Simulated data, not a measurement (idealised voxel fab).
You're looking at the process module voxel transistor to metal.
Xsec cut, 190 nm wide, square cell size 5 nm.
Just so we're on the same page, the cross-sections are grids of square cells, and they're listed out in bands top to bottom, each band one or more rows deep.
Each band's line starts with the height of the band's top and of its bottom, in nm. Then come its materials from left to right, each with its width in nm. One material with "everywhere" fills the band from edge to edge. "air" is empty space.
Heads up on the height convention: 0 is the point under which the incoming wafer is all one material, and the lowest band has no bottom, it just keeps going down, like "0 -> down".
Width spec "30..40" -> top row of cells at first value, bottom row at second value, equal per-row change in between.
You'll sometimes find "nothing altered" written for a step, and that's the way of saying that nowhere in the cross-section did a cell change during that step.
Entry "Enclosed void list" = empty spaces >= 8 cells with no open way to the top; each as width x height at distance, distance from left edge, all nm.
Post-settings text on a step line: simulator's own remark regarding the step.
overlay nm: for a step with a mask, the amount by which the mask lay right of where it was planned; a negative amount means left of it.
Reading key. Pairs: pre-step and post-step cross-section, one process step apart; post-step view only to lowest changed band. Step between + settings: beneath pair. Runs: pairs may be from different runs of this module, same starting wafer. Continuation from pair above: only where "Before processing step" entry says.

### Before processing step
> 35 -> 25  air 70, SiN 5, SiCN 35, SiN 5, air 75
> 25 -> 0  air 70, SiN 5, polySi 35, SiN 5, air 75
> 0 -> -5  air 25, SiN 5, air 40, SiN 5, polySi 35, SiN 5, air 40, SiN 5, air 30
> -5 -> -10  SiO2 30, air 40, SiO2 45, air 40, SiO2 35
> -10 -> -25  SiO2 35, Si 115, SiO2 40
> -25 -> down  Si everywhere
> Enclosed void list: none

### After the Step
> 35 -> 25  air 70, SiN 5, SiCN 35, SiN 5, air 75
> 25 -> 0  air 70, SiN 5, polySi 35, SiN 5, air 75
> 0 -> -5  air 25, SiN 5, air 40, SiN 5, polySi 35, SiN 5, air 40, SiN 5, air 30
> -5 -> -10  SiO2 30, pSi 40, SiO2 45, pSi 40, SiO2 35
> Lower than -10, everything is as it was.
> Enclosed void list: none
To go from the before cross-section above to the after cross-section, apply EPI [material pSi] [thk nm 5]

Before processing step: refer to the pair immediately above; the cross-section shown after its step is the state before this one.

### After the Step
> 45 -> 35  SiO2 everywhere
> 35 -> 25  SiO2 70, SiN 5, SiCN 35, SiN 5, SiO2 75
> 25 -> 0  SiO2 70, SiN 5, polySi 35, SiN 5, SiO2 75
> 0 -> -5  SiO2 25, SiN 5, SiO2 40, SiN 5, polySi 35, SiN 5, SiO2 40, SiN 5, SiO2 30
> Lower than -5, everything is as it was.
> Enclosed void list: none
To go from the before cross-section above to the after cross-section, apply FILL_DEP [material SiO2] [thk nm 10]

Before processing step: refer to the pair immediately above; the cross-section shown after its step is the state before this one.

### After the Step
> 25 -> 0  SiO2 70, SiN 5, polySi 35, SiN 5, SiO2 75
> Lower than 0, everything is as it was.
> Enclosed void list: none
To go from the before cross-section above to the after cross-section, apply CMP [height nm 25]

Before processing step: refer to the pair immediately above; the cross-section shown after its step is the state before this one.

### After the Step
> 25 -> 0  SiO2 70, SiN 5, air 35, SiN 5, SiO2 75
> 0 -> -5  SiO2 25, SiN 5, SiO2 40, SiN 5, air 35, SiN 5, SiO2 40, SiN 5, SiO2 30
> Lower than -5, everything is as it was.
> Enclosed void list: none
To go from the before cross-section above to the after cross-section, apply STRIP [etch materials polySi]

Before processing step: refer to the pair immediately above; the cross-section shown after its step is the state before this one.

### After the Step
> 25 -> 20  air 70, SiN 5, air 35, SiN 5, air 75
> 20 -> 0  SiO2 70, SiN 5, air 35, SiN 5, SiO2 75
> 0 -> -5  SiO2 25, SiN 5, SiO2 40, SiN 5, air 35, SiN 5, SiO2 40, SiN 5, SiO2 30
> -5 -> -10  SiO2 30, pSi 40, air 45, pSi 40, SiO2 35
> Lower than -10, everything is as it was.
> Enclosed void list: none
To go from the before cross-section above to the after cross-section, apply SELECTIVE_ETCH [etch materials SiO2] [depth nm 5]

Before processing step: refer to the pair immediately above; the cross-section shown after its step is the state before this one.

### After the Step
> 30 -> 25  air 65, HfO2 15, air 25, HfO2 15, air 70
> 25 -> 20  HfO2 70, SiN 5, HfO2 5, air 25, HfO2 5, SiN 5, HfO2 75
> 20 -> 0  SiO2 70, SiN 5, HfO2 5, air 25, HfO2 5, SiN 5, SiO2 75
> 0 -> -5  SiO2 25, SiN 5, SiO2 40, SiN 5, HfO2 5, air 25, HfO2 5, SiN 5, SiO2 40, SiN 5, SiO2 30
> -5 -> -10  SiO2 30, pSi 40, HfO2 45, pSi 40, SiO2 35
> Lower than -10, everything is as it was.
> Enclosed void list: none
To go from the before cross-section above to the after cross-section, apply CONFORMAL_DEP [material HfO2] [thk nm 5]

Before processing step: refer to the pair immediately above; the cross-section shown after its step is the state before this one.

### After the Step
> 35 -> 30  air 60, TiN 25, air 15, TiN 25, air 65
> 30 -> 25  TiN 65, HfO2 15, TiN 5, air 15, TiN 5, HfO2 15, TiN 70
> 25 -> 20  HfO2 70, SiN 5, HfO2 5, TiN 5, air 15, TiN 5, HfO2 5, SiN 5, HfO2 75
> 20 -> 0  SiO2 70, SiN 5, HfO2 5, TiN 5, air 15, TiN 5, HfO2 5, SiN 5, SiO2 75
> 0 -> -5  SiO2 25, SiN 5, SiO2 40, SiN 5, HfO2 5, TiN 25, HfO2 5, SiN 5, SiO2 40, SiN 5, SiO2 30
> Lower than -5, everything is as it was.
> Enclosed void list: none
To go from the before cross-section above to the after cross-section, apply CONFORMAL_DEP [material TiN] [thk nm 5]

Before processing step: refer to the pair immediately above; the cross-section shown after its step is the state before this one.

### After the Step
> 40 -> 35  W everywhere
> 35 -> 30  W 60, TiN 25, W 15, TiN 25, W 65
> 30 -> 25  TiN 65, HfO2 15, TiN 5, W 15, TiN 5, HfO2 15, TiN 70
> 25 -> 20  HfO2 70, SiN 5, HfO2 5, TiN 5, W 15, TiN 5, HfO2 5, SiN 5, HfO2 75
> 20 -> 0  SiO2 70, SiN 5, HfO2 5, TiN 5, W 15, TiN 5, HfO2 5, SiN 5, SiO2 75
> Lower than 0, everything is as it was.
> Enclosed void list: none
To go from the before cross-section above to the after cross-section, apply FILL_DEP [material W] [thk nm 5]

Before processing step: refer to the pair immediately above; the cross-section shown after its step is the state before this one.

### After the Step
> 20 -> 0  SiO2 70, SiN 5, HfO2 5, TiN 5, W 15, TiN 5, HfO2 5, SiN 5, SiO2 75
> Lower than 0, everything is as it was.
> Enclosed void list: none
To go from the before cross-section above to the after cross-section, apply CMP [height nm 20]

Before processing step: refer to the pair immediately above; the cross-section shown after its step is the state before this one.

### After the Step
> 30 -> 20  SiO2 everywhere
> Lower than 20, everything is as it was.
> Enclosed void list: none
To go from the before cross-section above to the after cross-section, apply DIRECTIONAL_DEP [material SiO2] [thk nm 10]

Before processing step: refer to the pair immediately above; the cross-section shown after its step is the state before this one.

### After the Step
> 30 -> 20  SiO2 40, air 20, SiO2 65, air 20, SiO2 45
> 20 -> 0  SiO2 40, air 20, SiO2 10, SiN 5, HfO2 5, TiN 5, W 15, TiN 5, HfO2 5, SiN 5, SiO2 10, air 20, SiO2 45
> 0 -> -5  SiO2 25, SiN 5, SiO2 10, air 20, SiO2 10, SiN 5, HfO2 5, TiN 25, HfO2 5, SiN 5, SiO2 10, air 20, SiO2 10, SiN 5, SiO2 30
> Lower than -5, everything is as it was.
> Enclosed void list: none
To go from the before cross-section above to the after cross-section, apply MASKED_ETCH [tone open] [mask id CONTACT] [width nm 20] [pitch nm 85] [etch materials SiO2] [depth nm 35] [overlay nm 0]

Before processing step: refer to the pair immediately above; the cross-section shown after its step is the state before this one.

### After the Step
> 35 -> 30  TiN 45, air 10, TiN 75, air 10, TiN 50
> 30 -> 20  SiO2 40, TiN 5, air 10, TiN 5, SiO2 65, TiN 5, air 10, TiN 5, SiO2 45
> 20 -> 0  SiO2 40, TiN 5, air 10, TiN 5, SiO2 10, SiN 5, HfO2 5, TiN 5, W 15, TiN 5, HfO2 5, SiN 5, SiO2 10, TiN 5, air 10, TiN 5, SiO2 45
> 0 -> -5  SiO2 25, SiN 5, SiO2 10, TiN 20, SiO2 10, SiN 5, HfO2 5, TiN 25, HfO2 5, SiN 5, SiO2 10, TiN 20, SiO2 10, SiN 5, SiO2 30
> Lower than -5, everything is as it was.
> Enclosed void list: none
To go from the before cross-section above to the after cross-section, apply CONFORMAL_DEP [material TiN] [thk nm 5]

Before processing step: refer to the pair immediately above; the cross-section shown after its step is the state before this one.

### After the Step
> 40 -> 35  Ru everywhere
> 35 -> 30  TiN 45, Ru 10, TiN 75, Ru 10, TiN 50
> 30 -> 20  SiO2 40, TiN 5, Ru 10, TiN 5, SiO2 65, TiN 5, Ru 10, TiN 5, SiO2 45
> 20 -> 0  SiO2 40, TiN 5, Ru 10, TiN 5, SiO2 10, SiN 5, HfO2 5, TiN 5, W 15, TiN 5, HfO2 5, SiN 5, SiO2 10, TiN 5, Ru 10, TiN 5, SiO2 45
> Lower than 0, everything is as it was.
> Enclosed void list: none
To go from the before cross-section above to the after cross-section, apply FILL_DEP [material Ru] [thk nm 5]

Before processing step: refer to the pair immediately above; the cross-section shown after its step is the state before this one.

### After the Step
> 30 -> 20  SiO2 40, TiN 5, Ru 10, TiN 5, SiO2 65, TiN 5, Ru 10, TiN 5, SiO2 45
> Lower than 20, everything is as it was.
> Enclosed void list: none
To go from the before cross-section above to the after cross-section, apply CMP [height nm 30]

Before processing step: refer to the pair immediately above; the cross-section shown after its step is the state before this one.

### After the Step
> 35 -> 30  SiCN everywhere
> Lower than 30, everything is as it was.
> Enclosed void list: none
To go from the before cross-section above to the after cross-section, apply CONFORMAL_DEP [material SiCN] [thk nm 5]

Before processing step: refer to the pair immediately above; the cross-section shown after its step is the state before this one.

### After the Step
> 60 -> 35  SiO2 everywhere
> Lower than 35, everything is as it was.
> Enclosed void list: none
To go from the before cross-section above to the after cross-section, apply DIRECTIONAL_DEP [material SiO2] [thk nm 25]

Before processing step: refer to the pair immediately above; the cross-section shown after its step is the state before this one.

### After the Step
> 75 -> 60  resist 40, air 20, resist 65, air 20, resist 45
> Lower than 60, everything is as it was.
> Enclosed void list: none
To go from the before cross-section above to the after cross-section, apply PATTERN [tone open] [mask id METAL_1] [material resist] [width nm 20] [pitch nm 85] [thk nm 15] [overlay nm 0]

Before processing step: refer to the pair immediately above; the cross-section shown after its step is the state before this one.

### After the Step
> 75 -> 60  resist 40, air 20, resist 65, air 20, resist 45
> 60 -> 35  SiO2 40, air 20, SiO2 65, air 20, SiO2 45
> Lower than 35, everything is as it was.
> Enclosed void list: none
To go from the before cross-section above to the after cross-section, apply DIRECTIONAL_ETCH [etch materials SiO2] [depth nm 25]

Before processing step: refer to the pair immediately above; the cross-section shown after its step is the state before this one.

### After the Step
> 75 -> 60  resist 40, air 20, resist 65, air 20, resist 45
> 60 -> 35  SiO2 40, air 20, SiO2 65, air 20, SiO2 45
> 35 -> 30  SiCN 40, air 20, SiCN 65, air 20, SiCN 45
> Lower than 30, everything is as it was.
> Enclosed void list: none
To go from the before cross-section above to the after cross-section, apply DIRECTIONAL_ETCH [etch materials SiCN] [depth nm 5]

Before processing step: refer to the pair immediately above; the cross-section shown after its step is the state before this one.

### After the Step
> 60 -> 35  SiO2 40, air 20, SiO2 65, air 20, SiO2 45
> Lower than 35, everything is as it was.
> Enclosed void list: none
To go from the before cross-section above to the after cross-section, apply STRIP [etch materials resist]

Before processing step: refer to the pair immediately above; the cross-section shown after its step is the state before this one.

### After the Step
> 65 -> 60  TiN 45, air 10, TiN 75, air 10, TiN 50
> 60 -> 35  SiO2 40, TiN 5, air 10, TiN 5, SiO2 65, TiN 5, air 10, TiN 5, SiO2 45
> 35 -> 30  SiCN 40, TiN 20, SiCN 65, TiN 20, SiCN 45
> Lower than 30, everything is as it was.
> Enclosed void list: none
To go from the before cross-section above to the after cross-section, apply CONFORMAL_DEP [material TiN] [thk nm 5]

Before processing step: refer to the pair immediately above; the cross-section shown after its step is the state before this one.

### After the Step
> 70 -> 65  Cu everywhere
> 65 -> 60  TiN 45, Cu 10, TiN 75, Cu 10, TiN 50
> 60 -> 35  SiO2 40, TiN 5, Cu 10, TiN 5, SiO2 65, TiN 5, Cu 10, TiN 5, SiO2 45
> Lower than 35, everything is as it was.
> Enclosed void list: none
To go from the before cross-section above to the after cross-section, apply FILL_DEP [material Cu] [thk nm 5]

Before processing step: refer to the pair immediately above; the cross-section shown after its step is the state before this one.

### After the Step
> 60 -> 35  SiO2 40, TiN 5, Cu 10, TiN 5, SiO2 65, TiN 5, Cu 10, TiN 5, SiO2 45
> Lower than 35, everything is as it was.
> Enclosed void list: none
To go from the before cross-section above to the after cross-section, apply CMP [height nm 60]

Before processing step: refer to the pair immediately above; the cross-section shown after its step is the state before this one.

### After the Step
> 65 -> 60  air 35, Ru 30, air 55, Ru 30, air 40
> Lower than 60, everything is as it was.
> Enclosed void list: none
To go from the before cross-section above to the after cross-section, apply EPI [material Ru] [thk nm 5]

Before processing step: refer to the pair immediately above; the cross-section shown after its step is the state before this one.

### After the Step
> 70 -> 65  SiCN everywhere
> 65 -> 60  SiCN 35, Ru 30, SiCN 55, Ru 30, SiCN 40
> Lower than 60, everything is as it was.
> Enclosed void list: none
To go from the before cross-section above to the after cross-section, apply FILL_DEP [material SiCN] [thk nm 5]

Before processing step: refer to the pair immediately above; the cross-section shown after its step is the state before this one.

### After the Step
> 100 -> 70  lowk everywhere
> Lower than 70, everything is as it was.
> Enclosed void list: none
To go from the before cross-section above to the after cross-section, apply DIRECTIONAL_DEP [material lowk] [thk nm 30]

Before processing step: refer to the pair immediately above; the cross-section shown after its step is the state before this one.

### After the Step
> 115 -> 100  resist 40, air 15, resist 70, air 15, resist 50
> Lower than 100, everything is as it was.
> Enclosed void list: none
To go from the before cross-section above to the after cross-section, apply PATTERN [tone open] [mask id METAL_2_HOLES] [material resist] [width nm 15] [pitch nm 85] [thk nm 15] [overlay nm 0]

Before processing step: refer to the pair immediately above; the cross-section shown after its step is the state before this one.

### After the Step
> 115 -> 100  resist 40, air 15, resist 70, air 15, resist 50
> 100 -> 70  lowk 40, air 15, lowk 70, air 15, lowk 50
> Lower than 70, everything is as it was.
> Enclosed void list: none
To go from the before cross-section above to the after cross-section, apply DIRECTIONAL_ETCH [etch materials lowk] [depth nm 30]

Before processing step: refer to the pair immediately above; the cross-section shown after its step is the state before this one.

### After the Step
> 100 -> 70  lowk 40, air 15, lowk 70, air 15, lowk 50
> Lower than 70, everything is as it was.
> Enclosed void list: none
To go from the before cross-section above to the after cross-section, apply STRIP [etch materials resist]

Before processing step: refer to the pair immediately above; the cross-section shown after its step is the state before this one.

### After the Step
> 115 -> 100  resist 40, air 20, resist 65, air 20, resist 45
> Lower than 100, everything is as it was.
> Enclosed void list: none
To go from the before cross-section above to the after cross-section, apply PATTERN [tone open] [mask id METAL_2] [material resist] [width nm 20] [pitch nm 85] [thk nm 15] [overlay nm 0]

Before processing step: refer to the pair immediately above; the cross-section shown after its step is the state before this one.

### After the Step
> 115 -> 100  resist 40, air 20, resist 65, air 20, resist 45
> 100 -> 80  lowk 40, air 20, lowk 65, air 20, lowk 45
> Lower than 80, everything is as it was.
> Enclosed void list: none
To go from the before cross-section above to the after cross-section, apply DIRECTIONAL_ETCH [etch materials lowk] [depth nm 20]

Before processing step: refer to the pair immediately above; the cross-section shown after its step is the state before this one.

### After the Step
> 115 -> 100  resist 40, air 20, resist 65, air 20, resist 45
> 100 -> 80  lowk 40, air 20, lowk 65, air 20, lowk 45
> 80 -> 70  lowk 40, air 15, lowk 70, air 15, lowk 50
> 70 -> 65  SiCN 40, air 15, SiCN 70, air 15, SiCN 50
> Lower than 65, everything is as it was.
> Enclosed void list: none
To go from the before cross-section above to the after cross-section, apply DIRECTIONAL_ETCH [etch materials SiCN] [depth nm 5]

Before processing step: refer to the pair immediately above; the cross-section shown after its step is the state before this one.

### After the Step
> 100 -> 80  lowk 40, air 20, lowk 65, air 20, lowk 45
> Lower than 80, everything is as it was.
> Enclosed void list: none
To go from the before cross-section above to the after cross-section, apply STRIP [etch materials resist]

Before processing step: refer to the pair immediately above; the cross-section shown after its step is the state before this one.

### After the Step
> 105 -> 100  TiN 45, air 10, TiN 75, air 10, TiN 50
> 100 -> 85  lowk 40, TiN 5, air 10, TiN 5, lowk 65, TiN 5, air 10, TiN 5, lowk 45
> 85 -> 80  lowk 40, TiN 5, air 5, TiN 10, lowk 65, TiN 5, air 5, TiN 10, lowk 45
> 80 -> 70  lowk 40, TiN 5, air 5, TiN 5, lowk 70, TiN 5, air 5, TiN 5, lowk 50
> 70 -> 65  SiCN 40, TiN 15, SiCN 70, TiN 15, SiCN 50
> Lower than 65, everything is as it was.
> Enclosed void list: none
To go from the before cross-section above to the after cross-section, apply CONFORMAL_DEP [material TiN] [thk nm 5]

Before processing step: refer to the pair immediately above; the cross-section shown after its step is the state before this one.

### After the Step
> 110 -> 105  Cu everywhere
> 105 -> 100  TiN 45, Cu 10, TiN 75, Cu 10, TiN 50
> 100 -> 85  lowk 40, TiN 5, Cu 10, TiN 5, lowk 65, TiN 5, Cu 10, TiN 5, lowk 45
> 85 -> 80  lowk 40, TiN 5, Cu 5, TiN 10, lowk 65, TiN 5, Cu 5, TiN 10, lowk 45
> 80 -> 70  lowk 40, TiN 5, Cu 5, TiN 5, lowk 70, TiN 5, Cu 5, TiN 5, lowk 50
> Lower than 70, everything is as it was.
> Enclosed void list: none
To go from the before cross-section above to the after cross-section, apply FILL_DEP [material Cu] [thk nm 5]

Before processing step: refer to the pair immediately above; the cross-section shown after its step is the state before this one.

### After the Step
> 100 -> 85  lowk 40, TiN 5, Cu 10, TiN 5, lowk 65, TiN 5, Cu 10, TiN 5, lowk 45
> Lower than 85, everything is as it was.
> Enclosed void list: none
To go from the before cross-section above to the after cross-section, apply CMP [height nm 100]

Before processing step: refer to the pair immediately above; the cross-section shown after its step is the state before this one.

### After the Step
> 105 -> 100  SiN everywhere
> Lower than 100, everything is as it was.
> Enclosed void list: none
To go from the before cross-section above to the after cross-section, apply CONFORMAL_DEP [material SiN] [thk nm 5]

### Before processing step
> 100 -> 70  lowk everywhere
> 70 -> 65  SiCN everywhere
> 65 -> 60  SiCN 35, Ru 30, SiCN 55, Ru 30, SiCN 40
> 60 -> 35  SiO2 40, TiN 5, Cu 10, TiN 5, SiO2 65, TiN 5, Cu 10, TiN 5, SiO2 45
> 35 -> 30  SiCN 40, TiN 20, SiCN 65, TiN 20, SiCN 45
> 30 -> 20  SiO2 40, TiN 5, Ru 10, TiN 5, SiO2 65, TiN 5, Ru 10, TiN 5, SiO2 45
> 20 -> 0  SiO2 40, TiN 5, Ru 10, TiN 5, SiO2 10, SiN 5, HfO2 5, TiN 5, W 15, TiN 5, HfO2 5, SiN 5, SiO2 10, TiN 5, Ru 10, TiN 5, SiO2 45
> 0 -> -5  SiO2 25, SiN 5, SiO2 10, TiN 20, SiO2 10, SiN 5, HfO2 5, TiN 25, HfO2 5, SiN 5, SiO2 10, TiN 20, SiO2 10, SiN 5, SiO2 30
> -5 -> -10  SiO2 30, pSi 40, HfO2 45, pSi 40, SiO2 35
> -10 -> -30  SiO2 35, Si 115, SiO2 40
> -30 -> down  Si everywhere
> Enclosed void list: none

### After the Step
> 115 -> 100  resist 35, air 25, resist 60, air 25, resist 45
> Lower than 100, everything is as it was.
> Enclosed void list: none
To go from the before cross-section above to the after cross-section, apply PATTERN [tone open] [mask id METAL_2_HOLES] [material resist] [width nm 25] [pitch nm 85] [thk nm 15] [overlay nm 0]

Before processing step: refer to the pair immediately above; the cross-section shown after its step is the state before this one.

### After the Step
> 115 -> 100  resist 35, air 25, resist 60, air 25, resist 45
> 100 -> 70  lowk 35, air 25, lowk 60, air 25, lowk 45
> Lower than 70, everything is as it was.
> Enclosed void list: none
To go from the before cross-section above to the after cross-section, apply DIRECTIONAL_ETCH [etch materials lowk] [depth nm 30]

Before processing step: refer to the pair immediately above; the cross-section shown after its step is the state before this one.

### After the Step
> 100 -> 70  lowk 35, air 25, lowk 60, air 25, lowk 45
> Lower than 70, everything is as it was.
> Enclosed void list: none
To go from the before cross-section above to the after cross-section, apply STRIP [etch materials resist]

Before processing step: refer to the pair immediately above; the cross-section shown after its step is the state before this one.

### After the Step
> 115 -> 100  resist 40, air 20, resist 65, air 20, resist 45
> 100 -> 70  lowk 35, resist 5, air 20, lowk 60, resist 5, air 20, lowk 45
> Lower than 70, everything is as it was.
> Enclosed void list: none
To go from the before cross-section above to the after cross-section, apply PATTERN [tone open] [mask id METAL_2] [material resist] [width nm 20] [pitch nm 85] [thk nm 15] [overlay nm 0]

Before processing step: refer to the pair immediately above; the cross-section shown after its step is the state before this one.

### After the Step
> 115 -> 100  resist 40, air 20, resist 65, air 20, resist 45
> 100 -> 70  lowk 35, resist 5, air 20, lowk 60, resist 5, air 20, lowk 45
> 70 -> 65  SiCN 40, air 20, SiCN 65, air 20, SiCN 45
> Lower than 65, everything is as it was.
> Enclosed void list: none
To go from the before cross-section above to the after cross-section, apply DIRECTIONAL_ETCH [etch materials SiCN] [depth nm 5]

Before processing step: refer to the pair immediately above; the cross-section shown after its step is the state before this one.

### After the Step
> 100 -> 70  lowk 35, air 25, lowk 60, air 25, lowk 45
> Lower than 70, everything is as it was.
> Enclosed void list: none
To go from the before cross-section above to the after cross-section, apply STRIP [etch materials resist]

Before processing step: refer to the pair immediately above; the cross-section shown after its step is the state before this one.

### After the Step
> 105 -> 100  TiN 40, air 15, TiN 70, air 15, TiN 50
> 100 -> 75  lowk 35, TiN 5, air 15, TiN 5, lowk 60, TiN 5, air 15, TiN 5, lowk 45
> 75 -> 70  lowk 35, TiN 10, air 10, TiN 5, lowk 60, TiN 10, air 10, TiN 5, lowk 45
> 70 -> 65  SiCN 40, TiN 20, SiCN 65, TiN 20, SiCN 45
> Lower than 65, everything is as it was.
> Enclosed void list: none
To go from the before cross-section above to the after cross-section, apply CONFORMAL_DEP [material TiN] [thk nm 5]

Before processing step: refer to the pair immediately above; the cross-section shown after its step is the state before this one.

### After the Step
> 110 -> 105  Cu everywhere
> 105 -> 100  TiN 40, Cu 15, TiN 70, Cu 15, TiN 50
> 100 -> 75  lowk 35, TiN 5, Cu 15, TiN 5, lowk 60, TiN 5, Cu 15, TiN 5, lowk 45
> 75 -> 70  lowk 35, TiN 10, Cu 10, TiN 5, lowk 60, TiN 10, Cu 10, TiN 5, lowk 45
> Lower than 70, everything is as it was.
> Enclosed void list: none
To go from the before cross-section above to the after cross-section, apply FILL_DEP [material Cu] [thk nm 5]

Before processing step: refer to the pair immediately above; the cross-section shown after its step is the state before this one.

### After the Step
> 100 -> 75  lowk 35, TiN 5, Cu 15, TiN 5, lowk 60, TiN 5, Cu 15, TiN 5, lowk 45
> Lower than 75, everything is as it was.
> Enclosed void list: none
To go from the before cross-section above to the after cross-section, apply CMP [height nm 100]

Before processing step: refer to the pair immediately above; the cross-section shown after its step is the state before this one.

### After the Step
> 105 -> 100  SiN everywhere
> Lower than 100, everything is as it was.
> Enclosed void list: none
To go from the before cross-section above to the after cross-section, apply CONFORMAL_DEP [material SiN] [thk nm 5]

### Before processing step
> 30 -> 20  SiO2 everywhere
> 20 -> 0  SiO2 70, SiN 5, HfO2 5, TiN 5, W 15, TiN 5, HfO2 5, SiN 5, SiO2 75
> 0 -> -5  SiO2 25, SiN 5, SiO2 40, SiN 5, HfO2 5, TiN 25, HfO2 5, SiN 5, SiO2 40, SiN 5, SiO2 30
> -5 -> -10  SiO2 30, pSi 40, HfO2 45, pSi 40, SiO2 35
> -10 -> -30  SiO2 35, Si 115, SiO2 40
> -30 -> down  Si everywhere
> Enclosed void list: none

### After the Step
> 30 -> 20  SiO2 35, air 20, SiO2 65, air 20, SiO2 50
> 20 -> 0  SiO2 35, air 20, SiO2 15, SiN 5, HfO2 5, TiN 5, W 15, TiN 5, HfO2 5, SiN 5, SiO2 5, air 20, SiO2 50
> 0 -> -5  SiO2 25, SiN 5, SiO2 5, air 20, SiO2 15, SiN 5, HfO2 5, TiN 25, HfO2 5, SiN 5, SiO2 5, air 20, SiO2 15, SiN 5, SiO2 30
> Lower than -5, everything is as it was.
> Enclosed void list: none
To go from the before cross-section above to the after cross-section, apply MASKED_ETCH [tone open] [mask id CONTACT] [width nm 20] [pitch nm 85] [etch materials SiO2] [depth nm 35] [overlay nm -5]

Before processing step: refer to the pair immediately above; the cross-section shown after its step is the state before this one.

### After the Step
> 35 -> 30  TiN 40, air 10, TiN 75, air 10, TiN 55
> 30 -> 20  SiO2 35, TiN 5, air 10, TiN 5, SiO2 65, TiN 5, air 10, TiN 5, SiO2 50
> 20 -> 0  SiO2 35, TiN 5, air 10, TiN 5, SiO2 15, SiN 5, HfO2 5, TiN 5, W 15, TiN 5, HfO2 5, SiN 5, SiO2 5, TiN 5, air 10, TiN 5, SiO2 50
> 0 -> -5  SiO2 25, SiN 5, SiO2 5, TiN 20, SiO2 15, SiN 5, HfO2 5, TiN 25, HfO2 5, SiN 5, SiO2 5, TiN 20, SiO2 15, SiN 5, SiO2 30
> Lower than -5, everything is as it was.
> Enclosed void list: none
To go from the before cross-section above to the after cross-section, apply CONFORMAL_DEP [material TiN] [thk nm 5]

Before processing step: refer to the pair immediately above; the cross-section shown after its step is the state before this one.

### After the Step
> 40 -> 35  Ru everywhere
> 35 -> 30  TiN 40, Ru 10, TiN 75, Ru 10, TiN 55
> 30 -> 20  SiO2 35, TiN 5, Ru 10, TiN 5, SiO2 65, TiN 5, Ru 10, TiN 5, SiO2 50
> 20 -> 0  SiO2 35, TiN 5, Ru 10, TiN 5, SiO2 15, SiN 5, HfO2 5, TiN 5, W 15, TiN 5, HfO2 5, SiN 5, SiO2 5, TiN 5, Ru 10, TiN 5, SiO2 50
> Lower than 0, everything is as it was.
> Enclosed void list: none
To go from the before cross-section above to the after cross-section, apply FILL_DEP [material Ru] [thk nm 5]

Before processing step: refer to the pair immediately above; the cross-section shown after its step is the state before this one.

### After the Step
> 30 -> 20  SiO2 35, TiN 5, Ru 10, TiN 5, SiO2 65, TiN 5, Ru 10, TiN 5, SiO2 50
> Lower than 20, everything is as it was.
> Enclosed void list: none
To go from the before cross-section above to the after cross-section, apply CMP [height nm 30]

Before processing step: refer to the pair immediately above; the cross-section shown after its step is the state before this one.

### After the Step
> 35 -> 30  SiCN everywhere
> Lower than 30, everything is as it was.
> Enclosed void list: none
To go from the before cross-section above to the after cross-section, apply CONFORMAL_DEP [material SiCN] [thk nm 5]

Before processing step: refer to the pair immediately above; the cross-section shown after its step is the state before this one.

### After the Step
> 60 -> 35  SiO2 everywhere
> Lower than 35, everything is as it was.
> Enclosed void list: none
To go from the before cross-section above to the after cross-section, apply DIRECTIONAL_DEP [material SiO2] [thk nm 25]

Before processing step: refer to the pair immediately above; the cross-section shown after its step is the state before this one.

### After the Step
> 75 -> 60  resist 40, air 20, resist 65, air 20, resist 45
> Lower than 60, everything is as it was.
> Enclosed void list: none
To go from the before cross-section above to the after cross-section, apply PATTERN [tone open] [mask id METAL_1] [material resist] [width nm 20] [pitch nm 85] [thk nm 15] [overlay nm 0]

Before processing step: refer to the pair immediately above; the cross-section shown after its step is the state before this one.

### After the Step
> 75 -> 60  resist 40, air 20, resist 65, air 20, resist 45
> 60 -> 35  SiO2 40, air 20, SiO2 65, air 20, SiO2 45
> Lower than 35, everything is as it was.
> Enclosed void list: none
To go from the before cross-section above to the after cross-section, apply DIRECTIONAL_ETCH [etch materials SiO2] [depth nm 25]

Before processing step: refer to the pair immediately above; the cross-section shown after its step is the state before this one.

### After the Step
> 75 -> 60  resist 40, air 20, resist 65, air 20, resist 45
> 60 -> 35  SiO2 40, air 20, SiO2 65, air 20, SiO2 45
> 35 -> 30  SiCN 40, air 20, SiCN 65, air 20, SiCN 45
> Lower than 30, everything is as it was.
> Enclosed void list: none
To go from the before cross-section above to the after cross-section, apply DIRECTIONAL_ETCH [etch materials SiCN] [depth nm 5]

Before processing step: refer to the pair immediately above; the cross-section shown after its step is the state before this one.

### After the Step
> 60 -> 35  SiO2 40, air 20, SiO2 65, air 20, SiO2 45
> Lower than 35, everything is as it was.
> Enclosed void list: none
To go from the before cross-section above to the after cross-section, apply STRIP [etch materials resist]

Before processing step: refer to the pair immediately above; the cross-section shown after its step is the state before this one.

### After the Step
> 65 -> 60  TiN 45, air 10, TiN 75, air 10, TiN 50
> 60 -> 35  SiO2 40, TiN 5, air 10, TiN 5, SiO2 65, TiN 5, air 10, TiN 5, SiO2 45
> 35 -> 30  SiCN 40, TiN 20, SiCN 65, TiN 20, SiCN 45
> Lower than 30, everything is as it was.
> Enclosed void list: none
To go from the before cross-section above to the after cross-section, apply CONFORMAL_DEP [material TiN] [thk nm 5]

Before processing step: refer to the pair immediately above; the cross-section shown after its step is the state before this one.

### After the Step
> 70 -> 65  Cu everywhere
> 65 -> 60  TiN 45, Cu 10, TiN 75, Cu 10, TiN 50
> 60 -> 35  SiO2 40, TiN 5, Cu 10, TiN 5, SiO2 65, TiN 5, Cu 10, TiN 5, SiO2 45
> Lower than 35, everything is as it was.
> Enclosed void list: none
To go from the before cross-section above to the after cross-section, apply FILL_DEP [material Cu] [thk nm 5]

Before processing step: refer to the pair immediately above; the cross-section shown after its step is the state before this one.

### After the Step
> 60 -> 35  SiO2 40, TiN 5, Cu 10, TiN 5, SiO2 65, TiN 5, Cu 10, TiN 5, SiO2 45
> Lower than 35, everything is as it was.
> Enclosed void list: none
To go from the before cross-section above to the after cross-section, apply CMP [height nm 60]

Before processing step: refer to the pair immediately above; the cross-section shown after its step is the state before this one.

### After the Step
> 65 -> 60  air 35, Ru 30, air 55, Ru 30, air 40
> Lower than 60, everything is as it was.
> Enclosed void list: none
To go from the before cross-section above to the after cross-section, apply EPI [material Ru] [thk nm 5]

Before processing step: refer to the pair immediately above; the cross-section shown after its step is the state before this one.

### After the Step
> 70 -> 65  SiCN everywhere
> 65 -> 60  SiCN 35, Ru 30, SiCN 55, Ru 30, SiCN 40
> Lower than 60, everything is as it was.
> Enclosed void list: none
To go from the before cross-section above to the after cross-section, apply FILL_DEP [material SiCN] [thk nm 5]
